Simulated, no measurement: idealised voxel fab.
Documented hereafter: the process module known as voxel transistor to metal.
Square cell edge 5 nm, section width 270 nm, ID cut.
This document writes a cross-section as a grid whose cells are square, and gives it as bands, listed from the top down; one or more rows of cells form a band.
Top, bottom (nm), then materials left to right with widths (nm); lone material tagged "full width" fills the whole band edge to edge; "air" = empty space.
The reference from which all heights are counted is 0, the level beneath which the as-received wafer is entirely one material; the lowest band, having no lower bound, proceeds downward and is written after the example "from 0 down".
When a width is written as two numbers, as in "30->40", the first number is the width in the top row of cells of the band and the second is the width in its bottom row, and the width changes by the same amount from each row to the next.
No cell of the cross-section changed in a step that is given as "remains unaltered".
The label "Sealed internal voids" introduces a list of the empty spaces, 8 cells or larger, that have no open way up to the top; each entry in it reads width x height at distance, where the distance is taken from the left edge and all three are stated in nm.
The remark found on a step's line after its settings is issued by the simulator itself and pertains to that step.
When a step includes a mask, the "overlay nm" setting on its line states how far to the right of its planned place that mask lay, and negative values state how far to the left.

**Steps planned for the process**
1,RECEIVE, material Si
2,CONFORMAL_DEP, material SiO2, thk nm 5
3,CONFORMAL_DEP, material SiN, thk nm 15
4,DIRECTIONAL_DEP, material aC, thk nm 15
5,PATTERN, tone cover, mask id ACTIVE, material resist, width nm 105, pitch nm 135, thk nm 30, overlay nm 0
6,DIRECTIONAL_ETCH, etch materials aC, depth nm 15
7,STRIP, etch materials resist
8,DIRECTIONAL_ETCH, etch materials SiN, depth nm 15
9,DIRECTIONAL_ETCH, etch materials SiO2, depth nm 5
10,DIRECTIONAL_ETCH, etch materials Si, depth nm 25
11,STRIP, etch materials aC
12,OXIDIZE, depth nm 5
13,FILL_DEP, material SiO2, thk nm 5
14,CMP, height nm 20
15,SELECTIVE_ETCH, etch materials SiO2, depth nm 5
16,STRIP, etch materials SiN
17,SELECTIVE_ETCH, etch materials SiO2, depth nm 5
18,OXIDIZE, depth nm 5
19,DIRECTIONAL_DEP, material polySi, thk nm 20
20,DIRECTIONAL_DEP, material SiCN, thk nm 10
21,MASKED_ETCH, tone cover, mask id GATE, width nm 25, pitch nm 135, etch materials SiCN, depth nm 20, overlay nm 0
22,MASKED_ETCH, tone cover, mask id GATE, width nm 25, pitch nm 135, etch materials polySi, depth nm 30, overlay nm 0
23,CONFORMAL_DEP, material SiN, thk nm 5
24,DIRECTIONAL_ETCH, etch materials SiN, depth nm 5
25,DIRECTIONAL_ETCH, etch materials SiO2, depth nm 5
26,DIRECTIONAL_ETCH, etch materials Si, depth nm 10
27,EPI, material pSi, thk nm 15
28,FILL_DEP, material SiO2, thk nm 10
29,CMP, height nm 30
30,DIRECTIONAL_DEP, material SiO2, thk nm 10
31,PATTERN, tone open, mask id CONTACT, material resist, width nm 25, thk nm 20, overlay nm 0
32,DIRECTIONAL_ETCH, etch materials SiO2, depth nm 40
33,STRIP, etch materials resist
34,CONFORMAL_DEP, material TiN, thk nm 5
35,FILL_DEP, material Ru, thk nm 5
36,CMP, height nm 40
37,CONFORMAL_DEP, material SiN, thk nm 5
38,DIRECTIONAL_DEP, material lowk, thk nm 25
39,PATTERN, tone open, mask id METAL_1, material resist, width nm 15, thk nm 20, overlay nm 0
40,DIRECTIONAL_ETCH, etch materials lowk, depth nm 25
41,DIRECTIONAL_ETCH, etch materials SiN, depth nm 5
42,STRIP, etch materials resist
43,CONFORMAL_DEP, material TiN, thk nm 5
44,FILL_DEP, material Ru, thk nm 5
45,CMP, height nm 70
46,CONFORMAL_DEP, material SiCN, thk nm 5

**Of two wafers, the first: run according to plan**

**Incoming wafer in cross-section (state: after step 1)**
* from 0 down | Si full width
* Sealed internal voids: none

**Take a look at the wafer's cross-section after step 2**
* from 5 to 0 | SiO2 full width
* No changes below 0.

**Take a look at the wafer's cross-section after step 3**
* from 20 to 5 | SiN full width
* No changes below 5.

**Take a look at the wafer's cross-section after step 4**
* from 35 to 20 | aC full width
* No changes below 20.

**Take a look at the wafer's cross-section after step 5**
* from 65 to 35 | air: 15 / resist: 105 / air: 30 / resist: 105 / air: 15
* No changes below 35.

**Take a look at the wafer's cross-section after step 6**
* from 50 to 35 | air: 15 / resist: 105 / air: 30 / resist: 105 / air: 15
* from 35 to 20 | air: 15 / aC: 105 / air: 30 / aC: 105 / air: 15
* No changes below 20.

**Take a look at the wafer's cross-section after step 7**
* from 35 to 20 | air: 15 / aC: 105 / air: 30 / aC: 105 / air: 15
* No changes below 20.

**Take a look at the wafer's cross-section after step 8**
* from 35 to 20 | air: 15 / aC: 105 / air: 30 / aC: 105 / air: 15
* from 20 to 5 | air: 15 / SiN: 105 / air: 30 / SiN: 105 / air: 15
* No changes below 5.

**Take a look at the wafer's cross-section after step 9**
* from 35 to 20 | air: 15 / aC: 105 / air: 30 / aC: 105 / air: 15
* from 20 to 5 | air: 15 / SiN: 105 / air: 30 / SiN: 105 / air: 15
* from 5 to 0 | air: 15 / SiO2: 105 / air: 30 / SiO2: 105 / air: 15
* No changes below 0.

**Take a look at the wafer's cross-section after step 10**
* from 35 to 20 | air: 15 / aC: 105 / air: 30 / aC: 105 / air: 15
* from 20 to 5 | air: 15 / SiN: 105 / air: 30 / SiN: 105 / air: 15
* from 5 to 0 | air: 15 / SiO2: 105 / air: 30 / SiO2: 105 / air: 15
* from 0 to -25 | air: 15 / Si: 105 / air: 30 / Si: 105 / air: 15
* No changes below -25.

**Take a look at the wafer's cross-section after step 11**
* from 20 to 5 | air: 15 / SiN: 105 / air: 30 / SiN: 105 / air: 15
* No changes below 5.

**Take a look at the wafer's cross-section after step 12**
* from 20 to 5 | air: 15 / SiN: 105 / air: 30 / SiN: 105 / air: 15
* from 5 to 0 | air: 15 / SiO2: 105 / air: 30 / SiO2: 105 / air: 15
* from 0 to -25 | air: 15 / SiO2: 5 / Si: 95 / SiO2: 5 / air: 30 / SiO2: 5 / Si: 95 / SiO2: 5 / air: 15
* from -25 to -30 | SiO2: 20 / Si: 95 / SiO2: 40 / Si: 95 / SiO2: 20
* No changes below -30.

**Take a look at the wafer's cross-section after step 13**
* from 25 to 20 | SiO2 full width
* from 20 to 5 | SiO2: 15 / SiN: 105 / SiO2: 30 / SiN: 105 / SiO2: 15
* from 5 to 0 | SiO2 full width
* from 0 to -30 | SiO2: 20 / Si: 95 / SiO2: 40 / Si: 95 / SiO2: 20
* No changes below -30.

**Take a look at the wafer's cross-section after step 14**
* from 20 to 5 | SiO2: 15 / SiN: 105 / SiO2: 30 / SiN: 105 / SiO2: 15
* No changes below 5.

**Take a look at the wafer's cross-section after step 15**
* from 20 to 15 | air: 15 / SiN: 105 / air: 30 / SiN: 105 / air: 15
* No changes below 15.

**Take a look at the wafer's cross-section after step 16**
* from 15 to 5 | SiO2: 15 / air: 105 / SiO2: 30 / air: 105 / SiO2: 15
* No changes below 5.

**Take a look at the wafer's cross-section after step 17**
* from 10 to 0 | SiO2: 10 / air: 115 / SiO2: 20 / air: 115 / SiO2: 10
* No changes below 0.

**Take a look at the wafer's cross-section after step 18**
* from 10 to 0 | SiO2: 10 / air: 115 / SiO2: 20 / air: 115 / SiO2: 10
* from 0 to -5 | SiO2 full width
* No changes below -5.

**Take a look at the wafer's cross-section after step 19**
* from 30 to 20 | polySi: 10 / air: 115 / polySi: 20 / air: 115 / polySi: 10
* from 20 to 10 | polySi full width
* from 10 to 0 | SiO2: 10 / polySi: 115 / SiO2: 20 / polySi: 115 / SiO2: 10
* No changes below 0.

**Take a look at the wafer's cross-section after step 20**
* from 40 to 30 | SiCN: 10 / air: 115 / SiCN: 20 / air: 115 / SiCN: 10
* from 30 to 20 | polySi: 10 / SiCN: 115 / polySi: 20 / SiCN: 115 / polySi: 10
* No changes below 20.

**Take a look at the wafer's cross-section after step 21**
* from 30 to 20 | polySi: 10 / air: 45 / SiCN: 25 / air: 45 / polySi: 20 / air: 45 / SiCN: 25 / air: 45 / polySi: 10
* No changes below 20.

**Take a look at the wafer's cross-section after step 22**
* from 30 to 20 | air: 55 / SiCN: 25 / air: 110 / SiCN: 25 / air: 55
* from 20 to 10 | air: 55 / polySi: 25 / air: 110 / polySi: 25 / air: 55
* from 10 to 0 | SiO2: 10 / air: 45 / polySi: 25 / air: 45 / SiO2: 20 / air: 45 / polySi: 25 / air: 45 / SiO2: 10
* No changes below 0.

**Take a look at the wafer's cross-section after step 23**
* from 35 to 30 | air: 50 / SiN: 35 / air: 100 / SiN: 35 / air: 50
* from 30 to 20 | air: 50 / SiN: 5 / SiCN: 25 / SiN: 5 / air: 100 / SiN: 5 / SiCN: 25 / SiN: 5 / air: 50
* from 20 to 15 | air: 50 / SiN: 5 / polySi: 25 / SiN: 5 / air: 100 / SiN: 5 / polySi: 25 / SiN: 5 / air: 50
* from 15 to 10 | SiN: 15 / air: 35 / SiN: 5 / polySi: 25 / SiN: 5 / air: 35 / SiN: 30 / air: 35 / SiN: 5 / polySi: 25 / SiN: 5 / air: 35 / SiN: 15
* from 10 to 5 | SiO2: 10 / SiN: 5 / air: 35 / SiN: 5 / polySi: 25 / SiN: 5 / air: 35 / SiN: 5 / SiO2: 20 / SiN: 5 / air: 35 / SiN: 5 / polySi: 25 / SiN: 5 / air: 35 / SiN: 5 / SiO2: 10
* from 5 to 0 | SiO2: 10 / SiN: 45 / polySi: 25 / SiN: 45 / SiO2: 20 / SiN: 45 / polySi: 25 / SiN: 45 / SiO2: 10
* No changes below 0.

**Take a look at the wafer's cross-section after step 24**
* from 30 to 20 | air: 50 / SiN: 5 / SiCN: 25 / SiN: 5 / air: 100 / SiN: 5 / SiCN: 25 / SiN: 5 / air: 50
* from 20 to 10 | air: 50 / SiN: 5 / polySi: 25 / SiN: 5 / air: 100 / SiN: 5 / polySi: 25 / SiN: 5 / air: 50
* from 10 to 0 | SiO2: 10 / SiN: 5 / air: 35 / SiN: 5 / polySi: 25 / SiN: 5 / air: 35 / SiN: 5 / SiO2: 20 / SiN: 5 / air: 35 / SiN: 5 / polySi: 25 / SiN: 5 / air: 35 / SiN: 5 / SiO2: 10
* No changes below 0.

**Take a look at the wafer's cross-section after step 25**
* from 30 to 20 | air: 50 / SiN: 5 / SiCN: 25 / SiN: 5 / air: 100 / SiN: 5 / SiCN: 25 / SiN: 5 / air: 50
* from 20 to 10 | air: 50 / SiN: 5 / polySi: 25 / SiN: 5 / air: 100 / SiN: 5 / polySi: 25 / SiN: 5 / air: 50
* from 10 to 5 | air: 10 / SiN: 5 / air: 35 / SiN: 5 / polySi: 25 / SiN: 5 / air: 35 / SiN: 5 / air: 20 / SiN: 5 / air: 35 / SiN: 5 / polySi: 25 / SiN: 5 / air: 35 / SiN: 5 / air: 10
* from 5 to 0 | SiO2: 10 / SiN: 5 / air: 35 / SiN: 5 / polySi: 25 / SiN: 5 / air: 35 / SiN: 5 / SiO2: 20 / SiN: 5 / air: 35 / SiN: 5 / polySi: 25 / SiN: 5 / air: 35 / SiN: 5 / SiO2: 10
* from 0 to -5 | SiO2: 15 / air: 35 / SiO2: 35 / air: 35 / SiO2: 30 / air: 35 / SiO2: 35 / air: 35 / SiO2: 15
* No changes below -5.

**Take a look at the wafer's cross-section after step 26**
* from 30 to 20 | air: 50 / SiN: 5 / SiCN: 25 / SiN: 5 / air: 100 / SiN: 5 / SiCN: 25 / SiN: 5 / air: 50
* from 20 to 10 | air: 50 / SiN: 5 / polySi: 25 / SiN: 5 / air: 100 / SiN: 5 / polySi: 25 / SiN: 5 / air: 50
* from 10 to 5 | air: 10 / SiN: 5 / air: 35 / SiN: 5 / polySi: 25 / SiN: 5 / air: 35 / SiN: 5 / air: 20 / SiN: 5 / air: 35 / SiN: 5 / polySi: 25 / SiN: 5 / air: 35 / SiN: 5 / air: 10
* from 5 to 0 | SiO2: 10 / SiN: 5 / air: 35 / SiN: 5 / polySi: 25 / SiN: 5 / air: 35 / SiN: 5 / SiO2: 20 / SiN: 5 / air: 35 / SiN: 5 / polySi: 25 / SiN: 5 / air: 35 / SiN: 5 / SiO2: 10
* from 0 to -5 | SiO2: 15 / air: 35 / SiO2: 35 / air: 35 / SiO2: 30 / air: 35 / SiO2: 35 / air: 35 / SiO2: 15
* from -5 to -15 | SiO2: 20 / air: 30 / Si: 35 / air: 30 / SiO2: 40 / air: 30 / Si: 35 / air: 30 / SiO2: 20
* No changes below -15.

**Take a look at the wafer's cross-section after step 27**
* from 30 to 20 | air: 50 / SiN: 5 / SiCN: 25 / SiN: 5 / air: 100 / SiN: 5 / SiCN: 25 / SiN: 5 / air: 50
* from 20 to 10 | air: 50 / SiN: 5 / polySi: 25 / SiN: 5 / air: 100 / SiN: 5 / polySi: 25 / SiN: 5 / air: 50
* from 10 to 5 | air: 10 / SiN: 5 / air: 20 / pSi: 15 / SiN: 5 / polySi: 25 / SiN: 5 / pSi: 15 / air: 20 / SiN: 5 / air: 20 / SiN: 5 / air: 20 / pSi: 15 / SiN: 5 / polySi: 25 / SiN: 5 / pSi: 15 / air: 20 / SiN: 5 / air: 10
* from 5 to 0 | SiO2: 10 / SiN: 5 / air: 20 / pSi: 15 / SiN: 5 / polySi: 25 / SiN: 5 / pSi: 15 / air: 20 / SiN: 5 / SiO2: 20 / SiN: 5 / air: 20 / pSi: 15 / SiN: 5 / polySi: 25 / SiN: 5 / pSi: 15 / air: 20 / SiN: 5 / SiO2: 10
* from 0 to -5 | SiO2: 15 / pSi: 35 / SiO2: 35 / pSi: 35 / SiO2: 30 / pSi: 35 / SiO2: 35 / pSi: 35 / SiO2: 15
* from -5 to -15 | SiO2: 20 / pSi: 30 / Si: 35 / pSi: 30 / SiO2: 40 / pSi: 30 / Si: 35 / pSi: 30 / SiO2: 20
* No changes below -15.

**Take a look at the wafer's cross-section after step 28**
* from 40 to 30 | SiO2 full width
* from 30 to 20 | SiO2: 50 / SiN: 5 / SiCN: 25 / SiN: 5 / SiO2: 100 / SiN: 5 / SiCN: 25 / SiN: 5 / SiO2: 50
* from 20 to 10 | SiO2: 50 / SiN: 5 / polySi: 25 / SiN: 5 / SiO2: 100 / SiN: 5 / polySi: 25 / SiN: 5 / SiO2: 50
* from 10 to 0 | SiO2: 10 / SiN: 5 / SiO2: 20 / pSi: 15 / SiN: 5 / polySi: 25 / SiN: 5 / pSi: 15 / SiO2: 20 / SiN: 5 / SiO2: 20 / SiN: 5 / SiO2: 20 / pSi: 15 / SiN: 5 / polySi: 25 / SiN: 5 / pSi: 15 / SiO2: 20 / SiN: 5 / SiO2: 10
* No changes below 0.

**Take a look at the wafer's cross-section after step 29**
* from 30 to 20 | SiO2: 50 / SiN: 5 / SiCN: 25 / SiN: 5 / SiO2: 100 / SiN: 5 / SiCN: 25 / SiN: 5 / SiO2: 50
* No changes below 20.

**Take a look at the wafer's cross-section after step 30**
* from 40 to 30 | SiO2 full width
* No changes below 30.

**Take a look at the wafer's cross-section after step 31**
* from 60 to 40 | resist: 25 / air: 25 / resist: 35 / air: 25 / resist: 50 / air: 25 / resist: 35 / air: 25 / resist: 25
* No changes below 40.

**Take a look at the wafer's cross-section after step 32**
* from 60 to 40 | resist: 25 / air: 25 / resist: 35 / air: 25 / resist: 50 / air: 25 / resist: 35 / air: 25 / resist: 25
* from 40 to 30 | SiO2: 25 / air: 25 / SiO2: 35 / air: 25 / SiO2: 50 / air: 25 / SiO2: 35 / air: 25 / SiO2: 25
* from 30 to 20 | SiO2: 25 / air: 25 / SiN: 5 / SiCN: 25 / SiN: 5 / air: 25 / SiO2: 50 / air: 25 / SiN: 5 / SiCN: 25 / SiN: 5 / air: 25 / SiO2: 25
* from 20 to 10 | SiO2: 25 / air: 25 / SiN: 5 / polySi: 25 / SiN: 5 / air: 25 / SiO2: 50 / air: 25 / SiN: 5 / polySi: 25 / SiN: 5 / air: 25 / SiO2: 25
* from 10 to 0 | SiO2: 10 / SiN: 5 / SiO2: 10 / air: 10 / pSi: 15 / SiN: 5 / polySi: 25 / SiN: 5 / pSi: 15 / air: 10 / SiO2: 10 / SiN: 5 / SiO2: 20 / SiN: 5 / SiO2: 10 / air: 10 / pSi: 15 / SiN: 5 / polySi: 25 / SiN: 5 / pSi: 15 / air: 10 / SiO2: 10 / SiN: 5 / SiO2: 10
* No changes below 0.

**Take a look at the wafer's cross-section after step 33**
* from 40 to 30 | SiO2: 25 / air: 25 / SiO2: 35 / air: 25 / SiO2: 50 / air: 25 / SiO2: 35 / air: 25 / SiO2: 25
* No changes below 30.

**Take a look at the wafer's cross-section after step 34**
* from 45 to 40 | TiN: 30 / air: 15 / TiN: 45 / air: 15 / TiN: 60 / air: 15 / TiN: 45 / air: 15 / TiN: 30
* from 40 to 30 | SiO2: 25 / TiN: 5 / air: 15 / TiN: 5 / SiO2: 35 / TiN: 5 / air: 15 / TiN: 5 / SiO2: 50 / TiN: 5 / air: 15 / TiN: 5 / SiO2: 35 / TiN: 5 / air: 15 / TiN: 5 / SiO2: 25
* from 30 to 20 | SiO2: 25 / TiN: 5 / air: 15 / TiN: 5 / SiN: 5 / SiCN: 25 / SiN: 5 / TiN: 5 / air: 15 / TiN: 5 / SiO2: 50 / TiN: 5 / air: 15 / TiN: 5 / SiN: 5 / SiCN: 25 / SiN: 5 / TiN: 5 / air: 15 / TiN: 5 / SiO2: 25
* from 20 to 15 | SiO2: 25 / TiN: 5 / air: 15 / TiN: 5 / SiN: 5 / polySi: 25 / SiN: 5 / TiN: 5 / air: 15 / TiN: 5 / SiO2: 50 / TiN: 5 / air: 15 / TiN: 5 / SiN: 5 / polySi: 25 / SiN: 5 / TiN: 5 / air: 15 / TiN: 5 / SiO2: 25
* from 15 to 10 | SiO2: 25 / TiN: 25 / SiN: 5 / polySi: 25 / SiN: 5 / TiN: 25 / SiO2: 50 / TiN: 25 / SiN: 5 / polySi: 25 / SiN: 5 / TiN: 25 / SiO2: 25
* from 10 to 0 | SiO2: 10 / SiN: 5 / SiO2: 10 / TiN: 10 / pSi: 15 / SiN: 5 / polySi: 25 / SiN: 5 / pSi: 15 / TiN: 10 / SiO2: 10 / SiN: 5 / SiO2: 20 / SiN: 5 / SiO2: 10 / TiN: 10 / pSi: 15 / SiN: 5 / polySi: 25 / SiN: 5 / pSi: 15 / TiN: 10 / SiO2: 10 / SiN: 5 / SiO2: 10
* No changes below 0.

**Take a look at the wafer's cross-section after step 35**
* from 50 to 45 | Ru full width
* from 45 to 40 | TiN: 30 / Ru: 15 / TiN: 45 / Ru: 15 / TiN: 60 / Ru: 15 / TiN: 45 / Ru: 15 / TiN: 30
* from 40 to 30 | SiO2: 25 / TiN: 5 / Ru: 15 / TiN: 5 / SiO2: 35 / TiN: 5 / Ru: 15 / TiN: 5 / SiO2: 50 / TiN: 5 / Ru: 15 / TiN: 5 / SiO2: 35 / TiN: 5 / Ru: 15 / TiN: 5 / SiO2: 25
* from 30 to 20 | SiO2: 25 / TiN: 5 / Ru: 15 / TiN: 5 / SiN: 5 / SiCN: 25 / SiN: 5 / TiN: 5 / Ru: 15 / TiN: 5 / SiO2: 50 / TiN: 5 / Ru: 15 / TiN: 5 / SiN: 5 / SiCN: 25 / SiN: 5 / TiN: 5 / Ru: 15 / TiN: 5 / SiO2: 25
* from 20 to 15 | SiO2: 25 / TiN: 5 / Ru: 15 / TiN: 5 / SiN: 5 / polySi: 25 / SiN: 5 / TiN: 5 / Ru: 15 / TiN: 5 / SiO2: 50 / TiN: 5 / Ru: 15 / TiN: 5 / SiN: 5 / polySi: 25 / SiN: 5 / TiN: 5 / Ru: 15 / TiN: 5 / SiO2: 25
* No changes below 15.

**Take a look at the wafer's cross-section after step 36**
* from 40 to 30 | SiO2: 25 / TiN: 5 / Ru: 15 / TiN: 5 / SiO2: 35 / TiN: 5 / Ru: 15 / TiN: 5 / SiO2: 50 / TiN: 5 / Ru: 15 / TiN: 5 / SiO2: 35 / TiN: 5 / Ru: 15 / TiN: 5 / SiO2: 25
* No changes below 30.

**Take a look at the wafer's cross-section after step 37**
* from 45 to 40 | SiN full width
* No changes below 40.

**Take a look at the wafer's cross-section after step 38**
* from 70 to 45 | lowk full width
* No changes below 45.

**Take a look at the wafer's cross-section after step 39**
* from 90 to 70 | resist: 25 / air: 15 / resist: 55 / air: 15 / resist: 50 / air: 15 / resist: 55 / air: 15 / resist: 25
* No changes below 70.

**Take a look at the wafer's cross-section after step 40**
* from 90 to 70 | resist: 25 / air: 15 / resist: 55 / air: 15 / resist: 50 / air: 15 / resist: 55 / air: 15 / resist: 25
* from 70 to 45 | lowk: 25 / air: 15 / lowk: 55 / air: 15 / lowk: 50 / air: 15 / lowk: 55 / air: 15 / lowk: 25
* No changes below 45.

**Take a look at the wafer's cross-section after step 41**
* from 90 to 70 | resist: 25 / air: 15 / resist: 55 / air: 15 / resist: 50 / air: 15 / resist: 55 / air: 15 / resist: 25
* from 70 to 45 | lowk: 25 / air: 15 / lowk: 55 / air: 15 / lowk: 50 / air: 15 / lowk: 55 / air: 15 / lowk: 25
* from 45 to 40 | SiN: 25 / air: 15 / SiN: 55 / air: 15 / SiN: 50 / air: 15 / SiN: 55 / air: 15 / SiN: 25
* No changes below 40.

**Take a look at the wafer's cross-section after step 42**
* from 70 to 45 | lowk: 25 / air: 15 / lowk: 55 / air: 15 / lowk: 50 / air: 15 / lowk: 55 / air: 15 / lowk: 25
* No changes below 45.

**Take a look at the wafer's cross-section after step 43**
* from 75 to 70 | TiN: 30 / air: 5 / TiN: 65 / air: 5 / TiN: 60 / air: 5 / TiN: 65 / air: 5 / TiN: 30
* from 70 to 45 | lowk: 25 / TiN: 5 / air: 5 / TiN: 5 / lowk: 55 / TiN: 5 / air: 5 / TiN: 5 / lowk: 50 / TiN: 5 / air: 5 / TiN: 5 / lowk: 55 / TiN: 5 / air: 5 / TiN: 5 / lowk: 25
* from 45 to 40 | SiN: 25 / TiN: 15 / SiN: 55 / TiN: 15 / SiN: 50 / TiN: 15 / SiN: 55 / TiN: 15 / SiN: 25
* No changes below 40.

**Take a look at the wafer's cross-section after step 44**
* from 80 to 75 | Ru full width
* from 75 to 70 | TiN: 30 / Ru: 5 / TiN: 65 / Ru: 5 / TiN: 60 / Ru: 5 / TiN: 65 / Ru: 5 / TiN: 30
* from 70 to 45 | lowk: 25 / TiN: 5 / Ru: 5 / TiN: 5 / lowk: 55 / TiN: 5 / Ru: 5 / TiN: 5 / lowk: 50 / TiN: 5 / Ru: 5 / TiN: 5 / lowk: 55 / TiN: 5 / Ru: 5 / TiN: 5 / lowk: 25
* No changes below 45.

**Take a look at the wafer's cross-section after step 45**
* from 70 to 45 | lowk: 25 / TiN: 5 / Ru: 5 / TiN: 5 / lowk: 55 / TiN: 5 / Ru: 5 / TiN: 5 / lowk: 50 / TiN: 5 / Ru: 5 / TiN: 5 / lowk: 55 / TiN: 5 / Ru: 5 / TiN: 5 / lowk: 25
* No changes below 45.

**Take a look at the wafer's cross-section after step 46**
* from 75 to 70 | SiCN full width
* No changes below 70.

**Second wafer - shared start and plan with the first - one error in running - same as the first up to step 38 inclusive**

**At the planned end of step 39, the second wafer in cross-section**
* from 90 to 70 | resist: 20 / air: 15 / resist: 55 / air: 15 / resist: 50 / air: 15 / resist: 55 / air: 15 / resist: 30
* No changes below 70.

**At the planned end of step 40, the second wafer in cross-section**
* from 90 to 70 | resist: 20 / air: 15 / resist: 55 / air: 15 / resist: 50 / air: 15 / resist: 55 / air: 15 / resist: 30
* from 70 to 45 | lowk: 20 / air: 15 / lowk: 55 / air: 15 / lowk: 50 / air: 15 / lowk: 55 / air: 15 / lowk: 30
* No changes below 45.

**At the planned end of step 41, the second wafer in cross-section**
* from 90 to 70 | resist: 20 / air: 15 / resist: 55 / air: 15 / resist: 50 / air: 15 / resist: 55 / air: 15 / resist: 30
* from 70 to 45 | lowk: 20 / air: 15 / lowk: 55 / air: 15 / lowk: 50 / air: 15 / lowk: 55 / air: 15 / lowk: 30
* from 45 to 40 | SiN: 20 / air: 15 / SiN: 55 / air: 15 / SiN: 50 / air: 15 / SiN: 55 / air: 15 / SiN: 30
* No changes below 40.

**At the planned end of step 42, the second wafer in cross-section**
* from 70 to 45 | lowk: 20 / air: 15 / lowk: 55 / air: 15 / lowk: 50 / air: 15 / lowk: 55 / air: 15 / lowk: 30
* No changes below 45.

**At the planned end of step 43, the second wafer in cross-section**
* from 75 to 70 | TiN: 25 / air: 5 / TiN: 65 / air: 5 / TiN: 60 / air: 5 / TiN: 65 / air: 5 / TiN: 35
* from 70 to 45 | lowk: 20 / TiN: 5 / air: 5 / TiN: 5 / lowk: 55 / TiN: 5 / air: 5 / TiN: 5 / lowk: 50 / TiN: 5 / air: 5 / TiN: 5 / lowk: 55 / TiN: 5 / air: 5 / TiN: 5 / lowk: 30
* from 45 to 40 | SiN: 20 / TiN: 15 / SiN: 55 / TiN: 15 / SiN: 50 / TiN: 15 / SiN: 55 / TiN: 15 / SiN: 30
* No changes below 40.

**At the planned end of step 44, the second wafer in cross-section**
* from 80 to 75 | Ru full width
* from 75 to 70 | TiN: 25 / Ru: 5 / TiN: 65 / Ru: 5 / TiN: 60 / Ru: 5 / TiN: 65 / Ru: 5 / TiN: 35
* from 70 to 45 | lowk: 20 / TiN: 5 / Ru: 5 / TiN: 5 / lowk: 55 / TiN: 5 / Ru: 5 / TiN: 5 / lowk: 50 / TiN: 5 / Ru: 5 / TiN: 5 / lowk: 55 / TiN: 5 / Ru: 5 / TiN: 5 / lowk: 30
* No changes below 45.

**At the planned end of step 45, the second wafer in cross-section**
* from 70 to 45 | lowk: 20 / TiN: 5 / Ru: 5 / TiN: 5 / lowk: 55 / TiN: 5 / Ru: 5 / TiN: 5 / lowk: 50 / TiN: 5 / Ru: 5 / TiN: 5 / lowk: 55 / TiN: 5 / Ru: 5 / TiN: 5 / lowk: 30
* No changes below 45.

**At the planned end of step 46, the second wafer in cross-section**
* from 75 to 70 | SiCN full width
* No changes below 70.
The plan and the run diverged here: not per plan at step 39, really ran PATTERN, tone open, mask id METAL_1, material resist, width nm 15, thk nm 20, overlay nm -5
Cell counts per material: same on both final wafers. Positions: different.
